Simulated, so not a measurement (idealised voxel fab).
This section sets out a process module, namely voxel self aligned contacts.
We display cut, a cross-section 230 nm in width whose square cells are each 5 nm.
Cross-section spec: square-cell grid; bands listed top down; each band is one or more rows. Quick guide to a band line: top height, bottom height (nm) up front; then every material left to right with its width in nm. Only one material and it's marked "edge to edge"? Then it fills the band edge to edge. And "air" just means empty space. For the purposes of this specification, 0 denotes the height below which the wafer in its as-received condition is composed wholly of one material, and the lowermost band, lacking a lower limit, extends downward without end, as expressed in "from 0 down". Per-row width for "30 to 40": begins at first number (top row of band), ends at second number (bottom row), increment between rows held constant. Take "no alteration" at face value: in the step it is given for, the cross-section changed in none of its cells. Reported under the label "Trapped voids" are the empty spaces having no open way to the top and comprising 8 cells or more; the notation for each is width x height at distance, in which the distance is measured from the left edge and all three values are in nm. On each step's line, the part that comes after the settings is the simulator's own comment on the step. overlay nm: on a step with a mask, how far right of its planned place the mask lay; negative means left.

**List of planned process steps**
1) RECEIVE | material Si
2) CONFORMAL_DEP | material SiO2 | thk nm 5
3) DIRECTIONAL_DEP | material polySi | thk nm 30
4) DIRECTIONAL_DEP | material SiN | thk nm 20
5) PATTERN | tone cover | mask id GATE | material resist | width nm 35 | pitch nm 60 | thk nm 15 | overlay nm 0
6) DIRECTIONAL_ETCH | etch materials SiN | depth nm 20
7) DIRECTIONAL_ETCH | etch materials polySi | depth nm 30
8) STRIP | etch materials resist
9) CONFORMAL_DEP | material SiN | thk nm 5
10) DIRECTIONAL_ETCH | etch materials SiN | depth nm 5
11) FILL_DEP | material SiO2 | thk nm 20
12) CMP | height nm 65
13) PATTERN | tone open | mask id CONTACT | material resist | width nm 35 | thk nm 15 | overlay nm 0
14) DIRECTIONAL_ETCH | etch materials SiO2 | depth nm 65
15) STRIP | etch materials resist
16) CONFORMAL_DEP | material TiN | thk nm 5
17) FILL_DEP | material Ru | thk nm 10
18) CMP | height nm 65
19) CONFORMAL_DEP | material SiCN | thk nm 5

**As-received wafer cross-section (after step 1)**
from 0 down = Si edge to edge
Trapped voids: none

**Cross-sectional result after module completion. Note: starting condition and plan are unchanged from above; one processing mistake was made**
from 70 to 65 = SiCN edge to edge
from 65 to 55 = SiO2 95 nm, TiN 5 nm, Ru 25 nm, TiN 5 nm, SiO2 100 nm
from 55 to 50 = SiO2 95 nm, TiN 15 nm, Ru 5 nm, TiN 15 nm, SiO2 100 nm
from 50 to 30 = SiO2 60 nm, SiN 45 nm, TiN 5 nm, Ru 5 nm, TiN 5 nm, SiN 45 nm, SiO2 65 nm
from 30 to 5 = SiO2 60 nm, SiN 5 nm, polySi 35 nm, SiN 5 nm, TiN 5 nm, Ru 5 nm, TiN 5 nm, SiN 5 nm, polySi 35 nm, SiN 5 nm, SiO2 65 nm
from 5 to 0 = SiO2 60 nm, SiN 5 nm, polySi 35 nm, SiN 5 nm, TiN 15 nm, SiN 5 nm, polySi 35 nm, SiN 5 nm, SiO2 65 nm
from 0 down = Si edge to edge
Trapped voids: none
Short version of what went wrong: step 2 from the plan never happened, it was just skipped
